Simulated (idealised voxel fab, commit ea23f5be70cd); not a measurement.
process module | voxel released beams
Cross-section cut: width 290 nm, square cells of 5 nm.
Cross-section spec: square-cell grid; bands listed top down; each band is one or more rows.
Band: top height; bottom height; in nm. Then, left to right: material with width in nm, for each material. "all across": a single material spanning edge to edge. "empty": empty space.
Basically, 0 is our baseline, since under it the wafer straight out of the box is all one material. The bottom band has no lower end and keeps on going down, so it looks like "from 0 down".
When a width is written as two numbers, as in "30 to 40", the first number is the width in the top row of cells of the band and the second is the width in its bottom row, and the width changes by the same amount from each row to the next.
Reading "changes: none" for a step: not a cell of the cross-section changed in it.
You'll see "Closed void catalog" listing empty spaces that have no way open to the top, as long as they're 8 cells or more; the notation is width x height at distance, where the distance is from the left edge, and all of it is in nm.
Heads up: the bit after the settings on a step's line is the simulator's remark on that step.
"overlay nm", when on a step's line for a step with a mask, measures how far to the right of its planned place the mask lay; a negative measure means to the left.
## Process steps - plan
step 1: op RECEIVE | material Si
step 2: op CONFORMAL_DEP | material SiN | thk nm 10
step 3: op DIRECTIONAL_DEP | material SiO2 | thk nm 10
step 4: op MASKED_ETCH | tone open | mask id ANCHOR | width nm 40 | etch materials SiO2 | depth nm 10 | overlay nm 0
step 5: op CONFORMAL_DEP | material TiN | thk nm 15
step 6: op DIRECTIONAL_DEP | material aC | thk nm 15
step 7: op PATTERN | tone cover | mask id BEAM | material resist | width nm 100 | thk nm 35 | overlay nm 0
step 8: op DIRECTIONAL_ETCH | etch materials aC | depth nm 15
step 9: op STRIP | etch materials resist
step 10: op DIRECTIONAL_ETCH | etch materials TiN | depth nm 15
step 11: op STRIP | etch materials aC
step 12: op STRIP | etch materials SiO2
## As received (post step 1): cross-section
	from 0 down | Si all across
	Closed void catalog: none
## As-planned run: cross-section of the first of two wafers at end of module
	from 35 to 25 | empty=90; TiN=20; empty=10; TiN=70; empty=100
	from 25 to 20 | empty=90; TiN=100; empty=100
	from 20 to 10 | empty=95; TiN=40; empty=155
	from 10 to 0 | SiN all across
	from 0 down | Si all across
	Closed void catalog: none
## Module end: cross-section of wafer two of two. Same start and process plan as the first wafer. One mistake during execution
	from 25 to 10 | empty=90; TiN=100; empty=100
	from 10 to 0 | SiN all across
	from 0 down | Si all across
	Closed void catalog: none
The plan and the run diverged here: step 3 of the plan was jumped over and never run
Count the cells at the end and the second wafer has more or fewer of some materials than the first: -12 TiN
